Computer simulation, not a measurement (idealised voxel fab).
The process module presented herein is designated voxel capacitor over wiring.
FYI the section here is cut, 275 nm wide, cells are 5 nm squares.
Cross-section = grid of square cells, listed top down in bands; band = one or more rows. Basically the band line says how high the top is and how high the bottom is, in nm, and then what's in it from left to right, every material with its width in nm. Empty space shows up as "air", and if a single material carries "everywhere" it runs the full band edge to edge. Zero point of the height axis is 0; under it, received wafer = one material. Lowest band: continues down indefinitely, "z 0 and below". Graded width ("30..40"): value in top row of band = first number; value in bottom row = second number; row-to-row change constant. For the purposes of this document, the phrase "stayed the same" attached to a step denotes that no cell within the cross-section was modified by that step. Look at "Cavities, closed" for the closed voids: empty spaces with no open path to the top, sized 8 cells or up. Each is width x height at distance, distance from the left edge, all nm. Whatever follows a step's settings on its line is a remark the simulator itself makes about that step. Among the settings permitted on a step's line is "overlay nm"; applied to a step with a mask, it specifies the extent to which the mask lay to the right of its planned position, whereas a negative figure signifies a position to the left.

Here's what the planned process steps look like:
step 1: RECEIVE with material Si
step 2: CONFORMAL_DEP with material SiO2, thk nm 15
step 3: DIRECTIONAL_DEP with material TiN, thk nm 5
step 4: DIRECTIONAL_DEP with material Ru, thk nm 20
step 5: MASKED_ETCH with tone cover, mask id METAL_1, width nm 20, pitch nm 90, etch materials Ru, depth nm 20, overlay nm 0
step 6: MASKED_ETCH with tone cover, mask id METAL_1, width nm 20, pitch nm 90, etch materials TiN, depth nm 5, overlay nm 0
step 7: FILL_DEP with material SiO2, thk nm 5
step 8: CMP with height nm 40
step 9: CONFORMAL_DEP with material SiCN, thk nm 5
step 10: DIRECTIONAL_DEP with material lowk, thk nm 20
step 11: PATTERN with tone open, mask id PLUG_1, material resist, width nm 15, thk nm 20, overlay nm 0
step 12: DIRECTIONAL_ETCH with etch materials lowk, depth nm 20
step 13: DIRECTIONAL_ETCH with etch materials SiCN, depth nm 5
step 14: STRIP with etch materials resist
step 15: CONFORMAL_DEP with material TiN, thk nm 5
step 16: FILL_DEP with material Cu, thk nm 10
step 17: CMP with height nm 65
step 18: DIRECTIONAL_DEP with material TiN, thk nm 10
step 19: DIRECTIONAL_DEP with material SiN, thk nm 5
step 20: DIRECTIONAL_DEP with material TiN, thk nm 5
step 21: MASKED_ETCH with tone cover, mask id UPPER_PLATE, width nm 75, etch materials TiN, depth nm 5, overlay nm 0
step 22: MASKED_ETCH with tone cover, mask id UPPER_PLATE, width nm 75, etch materials SiN, depth nm 5, overlay nm 0
step 23: MASKED_ETCH with tone cover, mask id LOWER_PLATE, width nm 85, etch materials TiN, depth nm 10, overlay nm 0
step 24: FILL_DEP with material SiO2, thk nm 15
step 25: CMP with height nm 95
step 26: PATTERN with tone open, mask id PLUG_2, material resist, width nm 15, thk nm 20, overlay nm 0
step 27: DIRECTIONAL_ETCH with etch materials SiO2, depth nm 10
step 28: STRIP with etch materials resist
step 29: CONFORMAL_DEP with material TiN, thk nm 5
step 30: FILL_DEP with material W, thk nm 5
step 31: CMP with height nm 95
step 32: CONFORMAL_DEP with material SiCN, thk nm 5

The first of a set of two wafers, run to plan:

Wafer cross-section on receipt, i.e. after step 1:
- z 0 and below = Si everywhere
- Cavities, closed: none

Cross-sectional representation of the wafer at the conclusion of step 2:
- z 15 to 0 = SiO2 everywhere
- Nothing below the height 0 has changed.

Cross-sectional representation of the wafer at the conclusion of step 3:
- z 20 to 15 = TiN everywhere
- Nothing below the height 15 has changed.

Cross-sectional representation of the wafer at the conclusion of step 4:
- z 40 to 20 = Ru everywhere
- Nothing below the height 20 has changed.

Cross-sectional representation of the wafer at the conclusion of step 5:
- z 40 to 20 = air: 80  Ru: 20  air: 70  Ru: 20  air: 85
- Nothing below the height 20 has changed.

Cross-sectional representation of the wafer at the conclusion of step 6:
- z 40 to 20 = air: 80  Ru: 20  air: 70  Ru: 20  air: 85
- z 20 to 15 = air: 80  TiN: 20  air: 70  TiN: 20  air: 85
- Nothing below the height 15 has changed.

Cross-sectional representation of the wafer at the conclusion of step 7:
- z 45 to 40 = SiO2 everywhere
- z 40 to 20 = SiO2: 80  Ru: 20  SiO2: 70  Ru: 20  SiO2: 85
- z 20 to 15 = SiO2: 80  TiN: 20  SiO2: 70  TiN: 20  SiO2: 85
- Nothing below the height 15 has changed.

Cross-sectional representation of the wafer at the conclusion of step 8:
- z 40 to 20 = SiO2: 80  Ru: 20  SiO2: 70  Ru: 20  SiO2: 85
- Nothing below the height 20 has changed.

Cross-sectional representation of the wafer at the conclusion of step 9:
- z 45 to 40 = SiCN everywhere
- Nothing below the height 40 has changed.

Cross-sectional representation of the wafer at the conclusion of step 10:
- z 65 to 45 = lowk everywhere
- Nothing below the height 45 has changed.

Cross-sectional representation of the wafer at the conclusion of step 11:
- z 85 to 65 = resist: 85  air: 15  resist: 175
- Nothing below the height 65 has changed.

Cross-sectional representation of the wafer at the conclusion of step 12:
- z 85 to 65 = resist: 85  air: 15  resist: 175
- z 65 to 45 = lowk: 85  air: 15  lowk: 175
- Nothing below the height 45 has changed.

Cross-sectional representation of the wafer at the conclusion of step 13:
- z 85 to 65 = resist: 85  air: 15  resist: 175
- z 65 to 45 = lowk: 85  air: 15  lowk: 175
- z 45 to 40 = SiCN: 85  air: 15  SiCN: 175
- Nothing below the height 40 has changed.

Cross-sectional representation of the wafer at the conclusion of step 14:
- z 65 to 45 = lowk: 85  air: 15  lowk: 175
- Nothing below the height 45 has changed.

Cross-sectional representation of the wafer at the conclusion of step 15:
- z 70 to 65 = TiN: 90  air: 5  TiN: 180
- z 65 to 45 = lowk: 85  TiN: 5  air: 5  TiN: 5  lowk: 175
- z 45 to 40 = SiCN: 85  TiN: 15  SiCN: 175
- Nothing below the height 40 has changed.

Cross-sectional representation of the wafer at the conclusion of step 16:
- z 80 to 70 = Cu everywhere
- z 70 to 65 = TiN: 90  Cu: 5  TiN: 180
- z 65 to 45 = lowk: 85  TiN: 5  Cu: 5  TiN: 5  lowk: 175
- Nothing below the height 45 has changed.

Cross-sectional representation of the wafer at the conclusion of step 17:
- z 65 to 45 = lowk: 85  TiN: 5  Cu: 5  TiN: 5  lowk: 175
- Nothing below the height 45 has changed.

Cross-sectional representation of the wafer at the conclusion of step 18:
- z 75 to 65 = TiN everywhere
- Nothing below the height 65 has changed.

Cross-sectional representation of the wafer at the conclusion of step 19:
- z 80 to 75 = SiN everywhere
- Nothing below the height 75 has changed.

Cross-sectional representation of the wafer at the conclusion of step 20:
- z 85 to 80 = TiN everywhere
- Nothing below the height 80 has changed.

Cross-sectional representation of the wafer at the conclusion of step 21:
- z 85 to 80 = air: 85  TiN: 75  air: 115
- Nothing below the height 80 has changed.

Cross-sectional representation of the wafer at the conclusion of step 22:
- z 85 to 80 = air: 85  TiN: 75  air: 115
- z 80 to 75 = air: 85  SiN: 75  air: 115
- Nothing below the height 75 has changed.

Cross-sectional representation of the wafer at the conclusion of step 23:
- z 85 to 80 = air: 85  TiN: 75  air: 115
- z 80 to 75 = air: 85  SiN: 75  air: 115
- z 75 to 65 = air: 80  TiN: 85  air: 110
- Nothing below the height 65 has changed.

Cross-sectional representation of the wafer at the conclusion of step 24:
- z 100 to 85 = SiO2 everywhere
- z 85 to 80 = SiO2: 85  TiN: 75  SiO2: 115
- z 80 to 75 = SiO2: 85  SiN: 75  SiO2: 115
- z 75 to 65 = SiO2: 80  TiN: 85  SiO2: 110
- Nothing below the height 65 has changed.

Cross-sectional representation of the wafer at the conclusion of step 25:
- z 95 to 85 = SiO2 everywhere
- Nothing below the height 85 has changed.

Cross-sectional representation of the wafer at the conclusion of step 26:
- z 115 to 95 = resist: 95  air: 15  resist: 165
- Nothing below the height 95 has changed.

Cross-sectional representation of the wafer at the conclusion of step 27:
- z 115 to 95 = resist: 95  air: 15  resist: 165
- z 95 to 85 = SiO2: 95  air: 15  SiO2: 165
- Nothing below the height 85 has changed.

Cross-sectional representation of the wafer at the conclusion of step 28:
- z 95 to 85 = SiO2: 95  air: 15  SiO2: 165
- Nothing below the height 85 has changed.

Cross-sectional representation of the wafer at the conclusion of step 29:
- z 100 to 95 = TiN: 100  air: 5  TiN: 170
- z 95 to 90 = SiO2: 95  TiN: 5  air: 5  TiN: 5  SiO2: 165
- z 90 to 80 = SiO2: 95..85  TiN: 15..75  SiO2: 165..115
- Nothing below the height 80 has changed.

Cross-sectional representation of the wafer at the conclusion of step 30:
- z 105 to 100 = W everywhere
- z 100 to 95 = TiN: 100  W: 5  TiN: 170
- z 95 to 90 = SiO2: 95  TiN: 5  W: 5  TiN: 5  SiO2: 165
- Nothing below the height 90 has changed.

Cross-sectional representation of the wafer at the conclusion of step 31:
- z 95 to 90 = SiO2: 95  TiN: 5  W: 5  TiN: 5  SiO2: 165
- Nothing below the height 90 has changed.

Cross-sectional representation of the wafer at the conclusion of step 32:
- z 100 to 95 = SiCN everywhere
- Nothing below the height 95 has changed.

The second wafer began exactly as the first did and followed the same plan, but one mistake was made while running it; through step 1 inclusive, the two wafers are identical:

Cross-section of the second wafer at the time by which step 2 should have been completed according to the plan:
- z 30 to 0 = SiO2 everywhere
- Nothing below the height 0 has changed.

Cross-section of the second wafer at the time by which step 3 should have been completed according to the plan:
- z 35 to 30 = TiN everywhere
- Nothing below the height 30 has changed.

Cross-section of the second wafer at the time by which step 4 should have been completed according to the plan:
- z 55 to 35 = Ru everywhere
- Nothing below the height 35 has changed.

Cross-section of the second wafer at the time by which step 5 should have been completed according to the plan:
- z 55 to 35 = air: 80  Ru: 20  air: 70  Ru: 20  air: 85
- Nothing below the height 35 has changed.

Cross-section of the second wafer at the time by which step 6 should have been completed according to the plan:
- z 55 to 35 = air: 80  Ru: 20  air: 70  Ru: 20  air: 85
- z 35 to 30 = air: 80  TiN: 20  air: 70  TiN: 20  air: 85
- Nothing below the height 30 has changed.

Cross-section of the second wafer at the time by which step 7 should have been completed according to the plan:
- z 60 to 55 = SiO2 everywhere
- z 55 to 35 = SiO2: 80  Ru: 20  SiO2: 70  Ru: 20  SiO2: 85
- z 35 to 30 = SiO2: 80  TiN: 20  SiO2: 70  TiN: 20  SiO2: 85
- Nothing below the height 30 has changed.

Cross-section of the second wafer at the time by which step 8 should have been completed according to the plan:
- z 40 to 35 = SiO2: 80  Ru: 20  SiO2: 70  Ru: 20  SiO2: 85
- Nothing below the height 35 has changed.

Cross-section of the second wafer at the time by which step 9 should have been completed according to the plan:
- z 45 to 40 = SiCN everywhere
- Nothing below the height 40 has changed.

Cross-section of the second wafer at the time by which step 10 should have been completed according to the plan:
- z 65 to 45 = lowk everywhere
- Nothing below the height 45 has changed.

Cross-section of the second wafer at the time by which step 11 should have been completed according to the plan:
- z 85 to 65 = resist: 85  air: 15  resist: 175
- Nothing below the height 65 has changed.

Cross-section of the second wafer at the time by which step 12 should have been completed according to the plan:
- z 85 to 65 = resist: 85  air: 15  resist: 175
- z 65 to 45 = lowk: 85  air: 15  lowk: 175
- Nothing below the height 45 has changed.

Cross-section of the second wafer at the time by which step 13 should have been completed according to the plan:
- z 85 to 65 = resist: 85  air: 15  resist: 175
- z 65 to 45 = lowk: 85  air: 15  lowk: 175
- z 45 to 40 = SiCN: 85  air: 15  SiCN: 175
- Nothing below the height 40 has changed.

Cross-section of the second wafer at the time by which step 14 should have been completed according to the plan:
- z 65 to 45 = lowk: 85  air: 15  lowk: 175
- Nothing below the height 45 has changed.

Cross-section of the second wafer at the time by which step 15 should have been completed according to the plan:
- z 70 to 65 = TiN: 90  air: 5  TiN: 180
- z 65 to 45 = lowk: 85  TiN: 5  air: 5  TiN: 5  lowk: 175
- z 45 to 40 = SiCN: 85  TiN: 15  SiCN: 175
- Nothing below the height 40 has changed.

Cross-section of the second wafer at the time by which step 16 should have been completed according to the plan:
- z 80 to 70 = Cu everywhere
- z 70 to 65 = TiN: 90  Cu: 5  TiN: 180
- z 65 to 45 = lowk: 85  TiN: 5  Cu: 5  TiN: 5  lowk: 175
- Nothing below the height 45 has changed.

Cross-section of the second wafer at the time by which step 17 should have been completed according to the plan:
- z 65 to 45 = lowk: 85  TiN: 5  Cu: 5  TiN: 5  lowk: 175
- Nothing below the height 45 has changed.

Cross-section of the second wafer at the time by which step 18 should have been completed according to the plan:
- z 75 to 65 = TiN everywhere
- Nothing below the height 65 has changed.

Cross-section of the second wafer at the time by which step 19 should have been completed according to the plan:
- z 80 to 75 = SiN everywhere
- Nothing below the height 75 has changed.

Cross-section of the second wafer at the time by which step 20 should have been completed according to the plan:
- z 85 to 80 = TiN everywhere
- Nothing below the height 80 has changed.

Cross-section of the second wafer at the time by which step 21 should have been completed according to the plan:
- z 85 to 80 = air: 85  TiN: 75  air: 115
- Nothing below the height 80 has changed.

Cross-section of the second wafer at the time by which step 22 should have been completed according to the plan:
- z 85 to 80 = air: 85  TiN: 75  air: 115
- z 80 to 75 = air: 85  SiN: 75  air: 115
- Nothing below the height 75 has changed.

Cross-section of the second wafer at the time by which step 23 should have been completed according to the plan:
- z 85 to 80 = air: 85  TiN: 75  air: 115
- z 80 to 75 = air: 85  SiN: 75  air: 115
- z 75 to 65 = air: 80  TiN: 85  air: 110
- Nothing below the height 65 has changed.

Cross-section of the second wafer at the time by which step 24 should have been completed according to the plan:
- z 100 to 85 = SiO2 everywhere
- z 85 to 80 = SiO2: 85  TiN: 75  SiO2: 115
- z 80 to 75 = SiO2: 85  SiN: 75  SiO2: 115
- z 75 to 65 = SiO2: 80  TiN: 85  SiO2: 110
- Nothing below the height 65 has changed.

Cross-section of the second wafer at the time by which step 25 should have been completed according to the plan:
- z 95 to 85 = SiO2 everywhere
- Nothing below the height 85 has changed.

Cross-section of the second wafer at the time by which step 26 should have been completed according to the plan:
- z 115 to 95 = resist: 95  air: 15  resist: 165
- Nothing below the height 95 has changed.

Cross-section of the second wafer at the time by which step 27 should have been completed according to the plan:
- z 115 to 95 = resist: 95  air: 15  resist: 165
- z 95 to 85 = SiO2: 95  air: 15  SiO2: 165
- Nothing below the height 85 has changed.

Cross-section of the second wafer at the time by which step 28 should have been completed according to the plan:
- z 95 to 85 = SiO2: 95  air: 15  SiO2: 165
- Nothing below the height 85 has changed.

Cross-section of the second wafer at the time by which step 29 should have been completed according to the plan:
- z 100 to 95 = TiN: 100  air: 5  TiN: 170
- z 95 to 90 = SiO2: 95  TiN: 5  air: 5  TiN: 5  SiO2: 165
- z 90 to 80 = SiO2: 95..85  TiN: 15..75  SiO2: 165..115
- Nothing below the height 80 has changed.

Cross-section of the second wafer at the time by which step 30 should have been completed according to the plan:
- z 105 to 100 = W everywhere
- z 100 to 95 = TiN: 100  W: 5  TiN: 170
- z 95 to 90 = SiO2: 95  TiN: 5  W: 5  TiN: 5  SiO2: 165
- Nothing below the height 90 has changed.

Cross-section of the second wafer at the time by which step 31 should have been completed according to the plan:
- z 95 to 90 = SiO2: 95  TiN: 5  W: 5  TiN: 5  SiO2: 165
- Nothing below the height 90 has changed.

Cross-section of the second wafer at the time by which step 32 should have been completed according to the plan:
- z 100 to 95 = SiCN everywhere
- Nothing below the height 95 has changed.
Want to know what went wrong? regarding the plan, step 2 was run twice
Count the cells at the end and the second wafer has more or fewer of some materials than the first: 24 fewer of Ru, 24 more of SiO2
